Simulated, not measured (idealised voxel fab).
This is a process module. Its name is voxel local oxidation.
The cross-section on display is named cut; it measures 295 nm wide, and its cells are 5 nm squares.
Heads up, the way a cross-section reads in here is a grid of square cells, handed over as bands from the top down, with every band being one or more rows of cells. Quick guide to a band line: top height, bottom height (nm) up front; then every material left to right with its width in nm. Only one material and it's marked "throughout"? Then it fills the band edge to edge. And "empty" just means empty space. Ref level 0: as-received wafer is one material below here. Bottom band extends down with no lower bound ("0 down"). Quick explanation for "30..40": the width changes in equal steps down the rows of cells, from the first number in the band's top row to the second number in its bottom row. Basically "identical to before" means that step didn't change any cell in the cross-section. Voids not open to the top, 8 cells minimum: see "Sealed void inventory". Written width x height at distance; distance is from the left edge; nm. Heads up: the bit after the settings on a step's line is the simulator's remark on that step. overlay nm: mask right of planned place by this much (step with mask). Neg. = left.

## The process steps that were planned are listed below
1) RECEIVE | material Si
2) CONFORMAL_DEP | material SiO2 | thk nm 5
3) CONFORMAL_DEP | material SiN | thk nm 10
4) DIRECTIONAL_DEP | material aC | thk nm 10
5) PATTERN | tone cover | mask id ACTIVE | material resist | width nm 95 | pitch nm 135 | thk nm 30 | overlay nm 0
6) DIRECTIONAL_ETCH | etch materials aC | depth nm 10
7) STRIP | etch materials resist
8) DIRECTIONAL_ETCH | etch materials SiN | depth nm 10
9) STRIP | etch materials aC
10) SELECTIVE_ETCH | etch materials SiO2 | depth nm 5
11) OXIDIZE | depth nm 15
12) STRIP | etch materials SiN

## So this is the incoming wafer in cross-section - it's already been through step 1
	0 down  Si throughout
	Sealed void inventory: none

## First of two wafers at the end of the module, shown in cross-section; run carried out as planned
	5 to 0  empty (35), SiO2 (85), empty (50), SiO2 (85), empty (40)
	0 to -15  SiO2 (50), Si (55), SiO2 (80), Si (55), SiO2 (55)
	-15 down  Si throughout
	Sealed void inventory: none

## This is the second of the two wafers, cross-sectioned at the end of the module; it started exactly like the first and was given the same plan, but it was run with one mistake
	5 to 0  empty (35), SiO2 (90), empty (45), SiO2 (90), empty (35)
	0 to -15  SiO2 (50), Si (60), SiO2 (75), Si (60), SiO2 (50)
	-15 down  Si throughout
	Sealed void inventory: none
Nonconformance to the process plan: step 5 was not run as planned; what actually ran was PATTERN | tone cover | mask id ACTIVE | material resist | width nm 100 | pitch nm 135 | thk nm 30 | overlay nm 0
Count the cells at the end and the second wafer has more or fewer of some materials than the first: Si: 6 more; SiO2: 4 fewer
